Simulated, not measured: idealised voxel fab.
process module | voxel ribs on slabs
cross-section cut | 155 nm wide | cells 5 nm
A cross-section is a grid of square cells, given in bands from the top down. A band is one or more rows of cells.
Each band's line starts with the height of the band's top and of its bottom, in nm. Then come its materials from left to right, each with its width in nm. One material with "throughout" fills the band from edge to edge. "air" is empty space.
Height 0 is the level under which the wafer as received is all one material. The lowest band goes on downwards, as in "0 down".
A width such as "30 to 40" changes by the same amount from each row of cells to the next, from the band's top row to its bottom row.
"no change" after a step means that no cell of the cross-section changed.
closed voids: empty space of 8 cells or more with no open way to the top, each as width x height at its distance from the left edge, in nm
after a step's settings: what the simulator itself notes on the step
overlay nm, on a step with a mask: how far to the right of its planned place the mask lay; to the left if negative
plan
1 op RECEIVE | material Si
2 op DIRECTIONAL_DEP | material SiO2 | thk nm 20
3 op DIRECTIONAL_DEP | material polySi | thk nm 20
4 op PATTERN | tone cover | mask id RIB | material resist | width nm 20 | thk nm 20 | overlay nm 0
5 op DIRECTIONAL_ETCH | etch materials polySi | depth nm 15
6 op STRIP | etch materials resist
7 op PATTERN | tone cover | mask id SLAB | material resist | width nm 50 | thk nm 20 | overlay nm 0
8 op DIRECTIONAL_ETCH | etch materials polySi | depth nm 5
9 op STRIP | etch materials resist
10 op FILL_DEP | material SiO2 | thk nm 25
11 op CMP | height nm 60
12 op DIRECTIONAL_DEP | material W | thk nm 5
13 op PATTERN | tone cover | mask id HEATER | material resist | width nm 30 | thk nm 15 | overlay nm 0
14 op DIRECTIONAL_ETCH | etch materials W | depth nm 5
15 op STRIP | etch materials resist
16 op CONFORMAL_DEP | material SiO2 | thk nm 5
varied across the wafers: width nm of step 7. The plan shows the first wafer's value. All wafers start alike
first wafer as received, after step 1
  0 down: Si throughout
  closed voids: none
first wafer at the end, after step 16
  70 to 65: air 55 | SiO2 40 | air 60
  65 to 60: SiO2 60 | W 30 | SiO2 65
  60 to 40: SiO2 throughout
  40 to 25: SiO2 65 | polySi 20 | SiO2 70
  25 to 20: SiO2 50 | polySi 50 | SiO2 55
  20 to 0: SiO2 throughout
  0 down: Si throughout
  closed voids: none
last wafer at the end
  70 to 65: air 55 | SiO2 40 | air 60
  65 to 60: SiO2 60 | W 30 | SiO2 65
  60 to 40: SiO2 throughout
  40 to 25: SiO2 65 | polySi 20 | SiO2 70
  25 to 20: SiO2 40 | polySi 75 | SiO2 40
  20 to 0: SiO2 throughout
  0 down: Si throughout
  closed voids: none
each wafer at the end: cells of each material gained (+) or lost (-) since it was received, then its closed voids
width nm 50 | +383 SiO2 | +6 W | +22 polySi | closed voids: none
width nm 55 | +382 SiO2 | +6 W | +23 polySi | closed voids: none
width nm 60 | +381 SiO2 | +6 W | +24 polySi | closed voids: none
width nm 65 | +380 SiO2 | +6 W | +25 polySi | closed voids: none
width nm 70 | +379 SiO2 | +6 W | +26 polySi | closed voids: none
width nm 75 | +378 SiO2 | +6 W | +27 polySi | closed voids: none
